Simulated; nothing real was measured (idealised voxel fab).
process module | voxel ribs on slabs
cross-section cut | 190 nm wide | cells 5 nm
A cross-section is a grid of square cells, given in bands from the top down. A band is one or more rows of cells.
Each band's line starts with the height of the band's top and of its bottom, in nm. Then come its materials from left to right, each with its width in nm. One material with "throughout" fills the band from edge to edge. "air" is empty space.
Height 0 is the level under which the wafer as received is all one material. The lowest band goes on downwards, as in "0 down".
A width such as "30 to 40" changes by the same amount from each row of cells to the next, from the band's top row to its bottom row.
"no change" after a step means that no cell of the cross-section changed.
closed voids: empty space of 8 cells or more with no open way to the top, each as width x height at its distance from the left edge, in nm
after a step's settings: what the simulator itself notes on the step
overlay nm, on a step with a mask: how far to the right of its planned place the mask lay; to the left if negative
plan
1 op RECEIVE | material Si
2 op DIRECTIONAL_DEP | material SiO2 | thk nm 25
3 op DIRECTIONAL_DEP | material SiN | thk nm 15
4 op PATTERN | tone cover | mask id RIB | material resist | width nm 30 | thk nm 20 | overlay nm 0
5 op DIRECTIONAL_ETCH | etch materials SiN | depth nm 5
6 op STRIP | etch materials resist
7 op MASKED_ETCH | tone cover | mask id SLAB | width nm 80 | etch materials SiN | depth nm 10 | overlay nm 0
8 op FILL_DEP | material SiO2 | thk nm 20
9 op CMP | height nm 50
10 op DIRECTIONAL_DEP | material TiN | thk nm 10
11 op PATTERN | tone cover | mask id HEATER | material resist | width nm 40 | thk nm 20 | overlay nm 0
12 op DIRECTIONAL_ETCH | etch materials TiN | depth nm 10
13 op STRIP | etch materials resist
14 op CONFORMAL_DEP | material SiN | thk nm 5
as received, after step 1
  0 down: Si throughout
  closed voids: none
first wafer at the end, as planned
  65 to 60: air 70 | SiN 50 | air 70
  60 to 55: air 70 | SiN 5 | TiN 40 | SiN 5 | air 70
  55 to 50: SiN 75 | TiN 40 | SiN 75
  50 to 40: SiO2 throughout
  40 to 35: SiO2 80 | SiN 30 | SiO2 80
  35 to 25: SiO2 55 | SiN 80 | SiO2 55
  25 to 0: SiO2 throughout
  0 down: Si throughout
  closed voids: none
second wafer at the end: like start, like plan, one mistake
  65 to 60: air 70 | SiN 50 | air 70
  60 to 55: SiN 75 | TiN 40 | SiN 75
  55 to 50: TiN throughout
  50 to 40: SiO2 throughout
  40 to 35: SiO2 80 | SiN 30 | SiO2 80
  35 to 25: SiO2 55 | SiN 80 | SiO2 55
  25 to 0: SiO2 throughout
  0 down: Si throughout
  closed voids: none
what went wrong: step 12 ran as: op DIRECTIONAL_ETCH | etch materials TiN | depth nm 5
at the end the second wafer has, in cells: 2 fewer of SiN | 30 more of TiN
